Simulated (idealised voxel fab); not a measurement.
The process module that follows is named voxel ribs on slabs.
Square cell edge 5 nm, section width 275 nm, ID cut.
Cross-section layout: square cells on a grid; listed as bands, top to bottom; a band spans one or more cell rows. Look at the band entry: it leads with the top's height and the bottom's height in nm. Then it lists the materials left to right, with a width in nm for each. The word "everywhere" on a single material says that material fills the band edge to edge. The word "air" is empty space. Below 0: as-received wafer, all one material; heights counted from there. Lowest band: no bottom, goes on down, written "0 down". Read "30->40" as a graded width: first number on top, second number at the bottom, same change between each pair of neighbouring rows. Where a step carries "remained the same", the cross-section came out of it unchanged, cell for cell. The label "Enclosed void catalog" introduces a list of the empty spaces, 8 cells or larger, that have no open way up to the top; each entry in it reads width x height at distance, where the distance is taken from the left edge and all three are stated in nm. If you see something after the settings on a step's line, that's the simulator's own remark about that step. "overlay nm" on a masked step: distance the mask lay right of its planned place, negative for left.

The steps planned for the process are as follows:
1. RECEIVE, material Si
2. DIRECTIONAL_DEP, material SiO2, thk nm 25
3. DIRECTIONAL_DEP, material SiN, thk nm 15
4. MASKED_ETCH, tone cover, mask id RIB, width nm 15, etch materials SiN, depth nm 10, overlay nm 0
5. PATTERN, tone cover, mask id SLAB, material resist, width nm 55, thk nm 20, overlay nm 0
6. DIRECTIONAL_ETCH, etch materials SiN, depth nm 5
7. STRIP, etch materials resist
8. FILL_DEP, material SiO2, thk nm 15
9. CMP, height nm 50
10. DIRECTIONAL_DEP, material TiN, thk nm 10
11. PATTERN, tone cover, mask id HEATER, material resist, width nm 25, thk nm 15, overlay nm 0
12. DIRECTIONAL_ETCH, etch materials TiN, depth nm 10
13. STRIP, etch materials resist
14. CONFORMAL_DEP, material SiN, thk nm 5

This is the cross-section of the wafer as we received it, i.e. after step 1:
    0 down: Si everywhere
    Enclosed void catalog: none

Cross-sectional image of the first of two wafers at the end of the module, the run having proceeded as planned:
    65 to 60: air 120 nm | SiN 35 nm | air 120 nm
    60 to 55: air 120 nm | SiN 5 nm | TiN 25 nm | SiN 5 nm | air 120 nm
    55 to 50: SiN 125 nm | TiN 25 nm | SiN 125 nm
    50 to 40: SiO2 everywhere
    40 to 30: SiO2 130 nm | SiN 15 nm | SiO2 130 nm
    30 to 25: SiO2 110 nm | SiN 55 nm | SiO2 110 nm
    25 to 0: SiO2 everywhere
    0 down: Si everywhere
    Enclosed void catalog: none

Here is the second of the two wafers cut open at the end of the module - same start, same plan as the first one, but we made one mistake running it:
    65 to 60: air 120 nm | SiN 35 nm | air 120 nm
    60 to 55: air 120 nm | SiN 5 nm | TiN 25 nm | SiN 5 nm | air 120 nm
    55 to 50: SiN 125 nm | TiN 25 nm | SiN 125 nm
    50 to 40: SiO2 130->110 nm | SiN 15->55 nm | SiO2 130->110 nm
    40 to 25: SiN everywhere
    25 to 0: SiO2 everywhere
    0 down: Si everywhere
    Enclosed void catalog: none
Here's what went sideways: the plan had its step 3 run twice
At the finish, the second wafer shows more or fewer cells for some materials than the first does: SiN: 162 more | SiO2: 162 fewer
